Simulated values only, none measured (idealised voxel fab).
process module | voxel capacitor over wiring
cross-section cut | 245 nm wide | cells 5 nm
A cross-section is a grid of square cells, given in bands from the top down. A band is one or more rows of cells.
Each band's line starts with the height of the band's top and of its bottom, in nm. Then come its materials from left to right, each with its width in nm. One material with "throughout" fills the band from edge to edge. "air" is empty space.
Height 0 is the level under which the wafer as received is all one material. The lowest band goes on downwards, as in "0 down".
A width such as "30 to 40" changes by the same amount from each row of cells to the next, from the band's top row to its bottom row.
"no change" after a step means that no cell of the cross-section changed.
closed voids: empty space of 8 cells or more with no open way to the top, each as width x height at its distance from the left edge, in nm
after a step's settings: what the simulator itself notes on the step
overlay nm, on a step with a mask: how far to the right of its planned place the mask lay; to the left if negative
plan
1 op RECEIVE | material Si
2 op CONFORMAL_DEP | material SiO2 | thk nm 15
3 op DIRECTIONAL_DEP | material TiN | thk nm 5
4 op DIRECTIONAL_DEP | material Ru | thk nm 20
5 op PATTERN | tone cover | mask id METAL_1 | material resist | width nm 25 | pitch nm 75 | thk nm 20 | overlay nm 0
6 op DIRECTIONAL_ETCH | etch materials Ru | depth nm 20
7 op DIRECTIONAL_ETCH | etch materials TiN | depth nm 5
8 op STRIP | etch materials resist
9 op CONFORMAL_DEP | material SiCN | thk nm 5
10 op FILL_DEP | material SiO2 | thk nm 10
11 op CMP | height nm 40
12 op CONFORMAL_DEP | material SiCN | thk nm 5
13 op DIRECTIONAL_DEP | material lowk | thk nm 20
14 op MASKED_ETCH | tone open | mask id PLUG_1 | width nm 15 | etch materials lowk | depth nm 20 | overlay nm 0
15 op MASKED_ETCH | tone open | mask id PLUG_1 | width nm 15 | etch materials SiCN | depth nm 5 | overlay nm 0
16 op EPI | material Ru | thk nm 10
17 op EPI | material Ru | thk nm 10
18 op EPI | material Ru | thk nm 5
19 op DIRECTIONAL_DEP | material TiN | thk nm 10
20 op DIRECTIONAL_DEP | material SiN | thk nm 5
21 op DIRECTIONAL_DEP | material TiN | thk nm 5
22 op MASKED_ETCH | tone cover | mask id UPPER_PLATE | width nm 55 | etch materials TiN | depth nm 5 | overlay nm 0
23 op MASKED_ETCH | tone cover | mask id UPPER_PLATE | width nm 55 | etch materials SiN | depth nm 5 | overlay nm 0
24 op MASKED_ETCH | tone cover | mask id LOWER_PLATE | width nm 65 | etch materials TiN | depth nm 10 | overlay nm 0
25 op FILL_DEP | material SiO2 | thk nm 15
26 op CMP | height nm 95
27 op DIRECTIONAL_DEP | material aC | thk nm 10
28 op PATTERN | tone open | mask id PLUG_2 | material resist | width nm 15 | thk nm 25 | overlay nm 0
29 op DIRECTIONAL_ETCH | etch materials aC | depth nm 10
30 op STRIP | etch materials resist
31 op DIRECTIONAL_ETCH | etch materials SiO2 | depth nm 10
32 op STRIP | etch materials aC
33 op CONFORMAL_DEP | material TiN | thk nm 5
34 op FILL_DEP | material Cu | thk nm 10
35 op CMP | height nm 95
36 op CONFORMAL_DEP | material SiN | thk nm 5
as received, after step 1
  0 down: Si throughout
  closed voids: none
a wafer at the end: this start, this plan, one mistake
  100 to 95: SiN throughout
  95 to 90: SiO2 90 | TiN 5 | Cu 5 | TiN 5 | SiO2 140
  90 to 80: SiO2 90 to 80 | TiN 15 | SiO2 140 to 150
  80 to 75: SiO2 80 | SiN 15 | SiO2 150
  75 to 65: SiO2 80 | TiN 15 | SiO2 150
  65 to 60: SiO2 80 | lowk 15 | TiN 40 | SiO2 110
  60 to 55: SiO2 80 | lowk 15 | SiN 40 | SiO2 110
  55 to 45: SiO2 75 | TiN 5 | lowk 15 | TiN 45 | SiO2 105
  45 to 40: SiCN throughout
  40 to 20: SiO2 65 | SiCN 5 | Ru 25 | SiCN 5 | SiO2 40 | SiCN 5 | Ru 25 | SiCN 5 | SiO2 70
  20 to 15: SiCN 70 | TiN 25 | SiCN 50 | TiN 25 | SiCN 75
  15 to 0: SiO2 throughout
  0 down: Si throughout
  closed voids: none
what went wrong: step 14 ran as: op MASKED_ETCH | tone cover | mask id PLUG_1 | width nm 15 | etch materials lowk | depth nm 20 | overlay nm 0
